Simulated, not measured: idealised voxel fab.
Presented below is a process module, voxel released beams.
We display cut, a cross-section 240 nm in width whose square cells are each 5 nm.
A cross-section is a grid of square cells, given in bands from the top down. A band is one or more rows of cells. Within each band entry, the heights of the top and of the bottom of the band appear first, in that order and in nm; the materials of the band then follow from left to right, each with its corresponding width in nm. The designation "all across" on a single material indicates that it fills the band from edge to edge; the designation "air" indicates empty space. Heads up on the height convention: 0 is the point under which the incoming wafer is all one material, and the lowest band has no bottom, it just keeps going down, like "0 nm and below". Per-row width for "30->40": begins at first number (top row of band), ends at second number (bottom row), increment between rows held constant. Basically "no change occurred" means that step didn't change any cell in the cross-section. Listed in "Fully sealed cavities": every empty space of 8 or more cells without an open way to the top. Form: width x height at distance, the distance being from the left edge, all in nm. It should be noted that, on the line of a given step, the content following the step's settings is a remark produced by the simulator itself with respect to that step. overlay nm: mask right of planned place by this much (step with mask). Neg. = left.

These are the steps we planned for the process:
step 1: RECEIVE (material Si)
step 2: CONFORMAL_DEP (material Al2O3; thk nm 10)
step 3: DIRECTIONAL_DEP (material SiO2; thk nm 10)
step 4: DIRECTIONAL_DEP (material aC; thk nm 15)
step 5: PATTERN (tone open; mask id ANCHOR; material resist; width nm 45; thk nm 35; overlay nm 0)
step 6: DIRECTIONAL_ETCH (etch materials aC; depth nm 15)
step 7: STRIP (etch materials resist)
step 8: DIRECTIONAL_ETCH (etch materials SiO2; depth nm 10)
step 9: STRIP (etch materials aC)
step 10: CONFORMAL_DEP (material W; thk nm 15)
step 11: DIRECTIONAL_DEP (material aC; thk nm 15)
step 12: PATTERN (tone cover; mask id BEAM; material resist; width nm 110; thk nm 30; overlay nm 0)
step 13: DIRECTIONAL_ETCH (etch materials aC; depth nm 15)
step 14: STRIP (etch materials resist)
step 15: DIRECTIONAL_ETCH (etch materials W; depth nm 15)
step 16: STRIP (etch materials aC)
step 17: STRIP (etch materials SiO2)

Shown in cross-section is the wafer as received, that is, as it stands after step 1:
    0 nm and below = Si all across
    Fully sealed cavities: none

Sectioned view, first of two wafers, at the close of the module, processed as intended in the plan:
    35 nm to 25 nm = 60 nm air | 20 nm W | 15 nm air | 75 nm W | 70 nm air
    25 nm to 20 nm = 60 nm air | 110 nm W | 70 nm air
    20 nm to 10 nm = 65 nm air | 45 nm W | 130 nm air
    10 nm to 0 nm = Al2O3 all across
    0 nm and below = Si all across
    Fully sealed cavities: none

Second of two wafers, module complete, sectioned: it shares the first wafer's start and plan but was run with one mistake:
    35 nm to 25 nm = 60 nm air | 25 nm W | 10 nm air | 75 nm W | 70 nm air
    25 nm to 20 nm = 60 nm air | 110 nm W | 70 nm air
    20 nm to 10 nm = 70 nm air | 40 nm W | 130 nm air
    10 nm to 0 nm = Al2O3 all across
    0 nm and below = Si all across
    Fully sealed cavities: none
Where did the run depart from the plan? step 5 did not use the planned setting and instead ran as PATTERN (tone open; mask id ANCHOR; material resist; width nm 40; thk nm 35; overlay nm 0)
Comparing end states, the material composition by cell count is preserved from the first wafer to the second, while the locations of the cells are not.
